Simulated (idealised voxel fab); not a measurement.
Process module in this document: voxel self aligned contacts
Shown is cross-section cut, with a width of 245 nm and square cells of size 5 nm.
Just so we're on the same page, the cross-sections are grids of square cells, and they're listed out in bands top to bottom, each band one or more rows deep.
A band entry consists of two parts. The first gives the height of the band's top and the height of its bottom, in nm. The rest lists the band's materials from left to right, each with its width in nm. A single material labelled with the word "everywhere" fills the band from edge to edge, and the word "empty" marks empty space.
Measure heights from 0. That's the level where, below it, the as-received wafer is all one material. The lowest band is bottomless and extends downward; write it as in "z 0 and below".
A two-number width, for instance "30..40", indicates that the width is equal to the first number in the top row of the band and to the second number in the bottom row, and that it changes by a constant amount per row of cells.
The designation "stayed the same", where it is given for a processing step, indicates that no cell of the cross-section was altered in the course of that step.
Closed empty spaces (no open way to the top) of 8 cells or more are what "Sealed void list" lists, each as width x height at distance from the left edge, nm for all three.
That trailing text on a step's line, after the settings, is the simulator's own remark on the step.
Regarding "overlay nm": on a step with a mask, it is the distance the mask lay to the right of its planned place; a negative value places it to the left.
**The following list gives the planned process steps**
| 1 | RECEIVE,material Si |
| 2 | CONFORMAL_DEP,material SiO2,thk nm 5 |
| 3 | DIRECTIONAL_DEP,material polySi,thk nm 20 |
| 4 | DIRECTIONAL_DEP,material SiN,thk nm 20 |
| 5 | DIRECTIONAL_DEP,material aC,thk nm 10 |
| 6 | PATTERN,tone cover,mask id GATE,material resist,width nm 25,pitch nm 55,thk nm 25,overlay nm 0 |
| 7 | DIRECTIONAL_ETCH,etch materials aC,depth nm 10 |
| 8 | STRIP,etch materials resist |
| 9 | DIRECTIONAL_ETCH,etch materials SiN,depth nm 20 |
| 10 | DIRECTIONAL_ETCH,etch materials polySi,depth nm 20 |
| 11 | STRIP,etch materials aC |
| 12 | CONFORMAL_DEP,material SiN,thk nm 5 |
| 13 | DIRECTIONAL_ETCH,etch materials SiN,depth nm 5 |
| 14 | FILL_DEP,material SiO2,thk nm 15 |
| 15 | CMP,height nm 55 |
| 16 | MASKED_ETCH,tone open,mask id CONTACT,width nm 40,pitch nm 55,etch materials SiO2,depth nm 55,overlay nm 0 |
| 17 | CONFORMAL_DEP,material TiN,thk nm 5 |
| 18 | FILL_DEP,material Ru,thk nm 5 |
| 19 | CMP,height nm 55 |
| 20 | CONFORMAL_DEP,material SiCN,thk nm 5 |
**Cross-section of the wafer upon arrival, representing the state reached after step 1**
	z 0 and below  Si everywhere
	Sealed void list: none
**Below is the wafer in cross-section after the module was completed. It began from the starting point shown above and followed the plan shown above, except that one mistake was made while running it**
	z 60 to 55  SiCN everywhere
	z 55 to 35  SiO2: 50, then SiN: 35, then TiN: 5, then Ru: 10, then TiN: 5, then SiN: 35, then TiN: 5, then Ru: 10, then TiN: 5, then SiN: 35, then SiO2: 50
	z 35 to 15  SiO2: 50, then SiN: 5, then polySi: 25, then SiN: 5, then TiN: 5, then Ru: 10, then TiN: 5, then SiN: 5, then polySi: 25, then SiN: 5, then TiN: 5, then Ru: 10, then TiN: 5, then SiN: 5, then polySi: 25, then SiN: 5, then SiO2: 50
	z 15 to 5  SiO2: 85, then TiN: 5, then Ru: 10, then TiN: 5, then SiO2: 35, then TiN: 5, then Ru: 10, then TiN: 5, then SiO2: 85
	z 5 to 0  SiO2: 85, then TiN: 20, then SiO2: 35, then TiN: 20, then SiO2: 85
	z 0 and below  Si everywhere
	Sealed void list: none
What was done differently from what was planned? step 2 ran with different settings than intended, the actual operation and settings being CONFORMAL_DEP,material SiO2,thk nm 15
